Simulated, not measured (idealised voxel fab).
The process module that follows is named voxel self aligned vias.
Section cut is 220 nm wide and gridded with 5 nm square cells.
Each cross-section below is a grid of square cells, stated as bands in top-down order, with one or more rows of cells making up each band. Top, bottom (nm), then materials left to right with widths (nm); lone material tagged "all across" fills the whole band edge to edge; "air" = empty space. Measure heights from 0. That's the level where, below it, the as-received wafer is all one material. The lowest band is bottomless and extends downward; write it as in "0 and below". With a width like "30..40", each row of cells in the band differs from the next by the same amount, the top row carrying the first number and the bottom row the second. Take "no modification" at face value: in the step it is given for, the cross-section changed in none of its cells. The entry "Non-vented voids" lists the empty spaces that cover at least 8 cells and have no open path to the top. Each is written as width x height at distance, where the distance is measured from the left edge and all three values are in nm. The remark found on a step's line after its settings is issued by the simulator itself and pertains to that step. "overlay nm" on a masked step: distance the mask lay right of its planned place, negative for left.
This section lists the process steps that were planned:
1: RECEIVE [material Si]
2: CONFORMAL_DEP [material SiO2] [thk nm 15]
3: CONFORMAL_DEP [material SiCN] [thk nm 5]
4: DIRECTIONAL_DEP [material lowk] [thk nm 30]
5: MASKED_ETCH [tone open] [mask id LINES] [width nm 25] [pitch nm 50] [etch materials lowk] [depth nm 30] [overlay nm 0]
6: CONFORMAL_DEP [material TiN] [thk nm 5]
7: FILL_DEP [material W] [thk nm 5]
8: CMP [height nm 50]
9: SELECTIVE_ETCH [etch materials W Ru TiN] [depth nm 5]
10: FILL_DEP [material SiN] [thk nm 10]
11: CMP [height nm 50]
12: DIRECTIONAL_DEP [material lowk] [thk nm 20]
13: PATTERN [tone open] [mask id VIAS] [material resist] [width nm 35] [pitch nm 50] [thk nm 15] [overlay nm 0]
14: DIRECTIONAL_ETCH [etch materials lowk] [depth nm 20]
15: DIRECTIONAL_ETCH [etch materials SiN] [depth nm 5]
16: STRIP [etch materials resist]
17: CONFORMAL_DEP [material TiN] [thk nm 5]
18: FILL_DEP [material Cu] [thk nm 5]
19: CMP [height nm 70]
20: CONFORMAL_DEP [material SiN] [thk nm 5]
Wafer cross-section on receipt, i.e. after step 1:
	0 and below  Si all across
	Non-vented voids: none
Cross-section, first of two wafers, end of module, run as planned:
	75 down to 70  SiN all across
	70 down to 55  lowk (40), TiN (5), Cu (25), TiN (5), lowk (15), TiN (5), Cu (25), TiN (5), lowk (15), TiN (5), Cu (25), TiN (5), lowk (45)
	55 down to 50  lowk (40), TiN (10), Cu (15), TiN (10), lowk (15), TiN (10), Cu (15), TiN (10), lowk (15), TiN (10), Cu (15), TiN (10), lowk (45)
	50 down to 45  lowk (45), TiN (25), lowk (25), TiN (25), lowk (25), TiN (25), lowk (50)
	45 down to 25  lowk (45), TiN (5), W (15), TiN (5), lowk (25), TiN (5), W (15), TiN (5), lowk (25), TiN (5), W (15), TiN (5), lowk (50)
	25 down to 20  lowk (45), TiN (25), lowk (25), TiN (25), lowk (25), TiN (25), lowk (50)
	20 down to 15  SiCN all across
	15 down to 0  SiO2 all across
	0 and below  Si all across
	Non-vented voids: none
What the second wafer looks like in cross-section once the module is done. Its start and its plan matched the first wafer's exactly; what differed was one mistake in how it was run:
	75 down to 70  SiN all across
	70 down to 55  lowk (40), TiN (5), Cu (25), TiN (5), lowk (15), TiN (5), Cu (25), TiN (5), lowk (15), TiN (5), Cu (25), TiN (5), lowk (45)
	55 down to 50  lowk (40), TiN (10), Cu (15), TiN (10), lowk (15), TiN (10), Cu (15), TiN (10), lowk (15), TiN (10), Cu (15), TiN (10), lowk (45)
	50 down to 45  lowk (45), TiN (25), lowk (25), TiN (25), lowk (25), TiN (25), lowk (50)
	45 down to 25  lowk (45), TiN (5), W (15), TiN (5), lowk (25), TiN (5), W (15), TiN (5), lowk (25), TiN (5), W (15), TiN (5), lowk (50)
	25 down to 20  lowk (45), TiN (25), lowk (25), TiN (25), lowk (25), TiN (25), lowk (50)
	20 down to 15  SiCN all across
	15 down to 0  Cu all across
	0 and below  Si all across
	Non-vented voids: none
Plan not followed: step 2 deviated from plan and actually ran as CONFORMAL_DEP [material Cu] [thk nm 15]
Counted in cells at the end, the second wafer holds more or fewer of these materials than the first: Cu +132 | SiO2 -132
